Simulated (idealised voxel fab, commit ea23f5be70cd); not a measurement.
process module | voxel self aligned contacts
cross-section cut | 235 nm wide | cells 5 nm
A cross-section is a grid of square cells, given in bands from the top down. A band is one or more rows of cells.
Each band's line starts with the height of the band's top and of its bottom, in nm. Then come its materials from left to right, each with its width in nm. One material with "throughout" fills the band from edge to edge. "air" is empty space.
Height 0 is the level under which the wafer as received is all one material. The lowest band goes on downwards, as in "0 down".
A width such as "30 to 40" changes by the same amount from each row of cells to the next, from the band's top row to its bottom row.
"no change" after a step means that no cell of the cross-section changed.
closed voids: empty space of 8 cells or more with no open way to the top, each as width x height at its distance from the left edge, in nm
after a step's settings: what the simulator itself notes on the step
overlay nm, on a step with a mask: how far to the right of its planned place the mask lay; to the left if negative
plan
1 op RECEIVE | material Si
2 op CONFORMAL_DEP | material SiO2 | thk nm 5
3 op DIRECTIONAL_DEP | material polySi | thk nm 25
4 op DIRECTIONAL_DEP | material SiN | thk nm 20
5 op DIRECTIONAL_DEP | material aC | thk nm 5
6 op PATTERN | tone cover | mask id GATE | material resist | width nm 35 | pitch nm 60 | thk nm 30 | overlay nm 0
7 op DIRECTIONAL_ETCH | etch materials aC | depth nm 10
8 op STRIP | etch materials resist
9 op DIRECTIONAL_ETCH | etch materials SiN | depth nm 20
10 op DIRECTIONAL_ETCH | etch materials polySi | depth nm 25
11 op STRIP | etch materials aC
12 op CONFORMAL_DEP | material SiN | thk nm 5
13 op DIRECTIONAL_ETCH | etch materials SiN | depth nm 5
14 op FILL_DEP | material SiO2 | thk nm 15
15 op CMP | height nm 55
16 op DIRECTIONAL_DEP | material aC | thk nm 15
17 op PATTERN | tone open | mask id CONTACT | material resist | width nm 45 | pitch nm 60 | thk nm 35 | overlay nm 0
18 op DIRECTIONAL_ETCH | etch materials aC | depth nm 15
19 op STRIP | etch materials resist
20 op DIRECTIONAL_ETCH | etch materials SiO2 | depth nm 55
21 op STRIP | etch materials aC
22 op CONFORMAL_DEP | material TiN | thk nm 5
23 op FILL_DEP | material W | thk nm 10
24 op CMP | height nm 55
25 op CONFORMAL_DEP | material SiN | thk nm 5
varied across the wafers: thk nm of step 5. The plan shows the first wafer's value. All wafers start alike
first wafer as received, after step 1
  0 down: Si throughout
  closed voids: none
each wafer at the end: cells of each material gained (+) or lost (-) since it was received, then its closed voids
thk nm 5 | +185 SiN | +196 SiO2 | +58 TiN | +20 W | +105 polySi | closed voids: none
thk nm 10 | +185 SiN | +196 SiO2 | +58 TiN | +20 W | +105 polySi | closed voids: none
thk nm 15 | +235 SiN | +76 SiO2 | +18 TiN | +235 polySi | closed voids: none
thk nm 20 | +235 SiN | +76 SiO2 | +18 TiN | +235 polySi | closed voids: none
thk nm 25 | +235 SiN | +76 SiO2 | +18 TiN | +235 polySi | closed voids: none
